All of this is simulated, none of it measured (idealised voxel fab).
process module | voxel plated lines
cross-section cut | 290 nm wide | cells 5 nm
A cross-section is a grid of square cells, given in bands from the top down. A band is one or more rows of cells.
Each band's line starts with the height of the band's top and of its bottom, in nm. Then come its materials from left to right, each with its width in nm. One material with "throughout" fills the band from edge to edge. "air" is empty space.
Height 0 is the level under which the wafer as received is all one material. The lowest band goes on downwards, as in "0 down".
A width such as "30 to 40" changes by the same amount from each row of cells to the next, from the band's top row to its bottom row.
"no change" after a step means that no cell of the cross-section changed.
closed voids: empty space of 8 cells or more with no open way to the top, each as width x height at its distance from the left edge, in nm
after a step's settings: what the simulator itself notes on the step
overlay nm, on a step with a mask: how far to the right of its planned place the mask lay; to the left if negative
plan
1 op RECEIVE | material Si
2 op CONFORMAL_DEP | material Al2O3 | thk nm 10
3 op DIRECTIONAL_DEP | material TiN | thk nm 5
4 op PATTERN | tone open | mask id LINES | material resist | width nm 30 | pitch nm 60 | thk nm 40 | overlay nm 0
5 op EPI | material Ru | thk nm 5
6 op EPI | material Ru | thk nm 5
7 op EPI | material Ru | thk nm 5
8 op STRIP | etch materials resist
9 op DIRECTIONAL_ETCH | etch materials TiN | depth nm 5
10 op CONFORMAL_DEP | material SiO2 | thk nm 5
as received, after step 1
  0 down: Si throughout
  closed voids: none
first wafer at the end, as planned
  35 to 30: air 95 | SiO2 40 | air 20 | SiO2 40 | air 95
  30 to 15: air 95 | SiO2 5 | Ru 30 | SiO2 5 | air 20 | SiO2 5 | Ru 30 | SiO2 5 | air 95
  15 to 10: SiO2 100 | TiN 30 | SiO2 30 | TiN 30 | SiO2 100
  10 to 0: Al2O3 throughout
  0 down: Si throughout
  closed voids: none
second wafer at the end: like start, like plan, one mistake
  30 to 25: air 95 | SiO2 40 | air 20 | SiO2 40 | air 95
  25 to 15: air 95 | SiO2 5 | Ru 30 | SiO2 5 | air 20 | SiO2 5 | Ru 30 | SiO2 5 | air 95
  15 to 10: SiO2 100 | TiN 30 | SiO2 30 | TiN 30 | SiO2 100
  10 to 0: Al2O3 throughout
  0 down: Si throughout
  closed voids: none
what went wrong: one of the steps 5, 6 and 7, which are alike, was left out
at the end the second wafer has, in cells: 12 fewer of Ru | 4 fewer of SiO2
